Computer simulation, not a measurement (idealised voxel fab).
Process module heading - voxel self aligned vias
Pictured: cross-section cut, 300 nm wide, on a grid of 5 nm square cells.
This document writes a cross-section as a grid whose cells are square, and gives it as bands, listed from the top down; one or more rows of cells form a band. Heads up on the band format: heights come first, top then bottom, in nm. After that it's the materials left to right, each with its width in nm. A single material flagged "all across" fills the whole band edge to edge, and "empty" means there's empty space there. Note: height 0 marks the level under which the wafer is uniformly one material as received. Lowest band unbounded below, written "0..down". Think of "30->40" as a width that walks from the first number to the second as you go down the band, top row to bottom row, taking equal-sized steps from row to row. Where a step carries "no change occurred", the cross-section came out of it unchanged, cell for cell. Any empty space of 8 cells or more lacking an open way to the top shows up in "Closed void register" as width x height at distance, distance from the left edge, in nm. That trailing text on a step's line, after the settings, is the simulator's own remark on the step. "overlay nm" on a masked step: distance the mask lay right of its planned place, negative for left.

Listed below are the process steps as planned:
1 RECEIVE | material Si
2 CONFORMAL_DEP | material SiO2 | thk nm 10
3 CONFORMAL_DEP | material SiCN | thk nm 5
4 DIRECTIONAL_DEP | material SiO2 | thk nm 20
5 MASKED_ETCH | tone open | mask id LINES | width nm 30 | pitch nm 70 | etch materials SiO2 | depth nm 20 | overlay nm 0
6 CONFORMAL_DEP | material TiN | thk nm 5
7 FILL_DEP | material Ru | thk nm 10
8 CMP | height nm 35
9 SELECTIVE_ETCH | etch materials W Ru TiN | depth nm 5
10 FILL_DEP | material SiN | thk nm 10
11 CMP | height nm 35
12 DIRECTIONAL_DEP | material SiO2 | thk nm 15
13 MASKED_ETCH | tone open | mask id VIAS | width nm 50 | etch materials SiO2 | depth nm 15 | overlay nm 0
14 MASKED_ETCH | tone open | mask id VIAS | width nm 50 | etch materials SiN | depth nm 5 | overlay nm 0
15 CONFORMAL_DEP | material TiN | thk nm 5
16 FILL_DEP | material W | thk nm 5
17 CMP | height nm 50
18 CONFORMAL_DEP | material SiCN | thk nm 5

Cross-section of the wafer as it came to us, i.e., already through step 1:
* 0..down  Si all across
* Closed void register: none

Same starting wafer, same plan as above, one mistake in the execution; this is the cross-section at the end of the module:
* 55..50  SiCN all across
* 50..35  90 SiO2, 5 TiN, 40 W, 5 TiN, 160 SiO2
* 35..30  90 SiN, 50 TiN, 160 SiN
* 30..15  100 SiO2, 5 TiN, 20 Ru, 5 TiN, 40 SiO2, 5 TiN, 20 Ru, 5 TiN, 100 SiO2
* 15..10  100 SiO2, 30 TiN, 40 SiO2, 30 TiN, 100 SiO2
* 10..0  SiO2 all across
* 0..down  Si all across
* Closed void register: none
It is concluded that the wafer was processed incorrectly with respect to the plan, in that step 3 of the plan got skipped, so it never ran
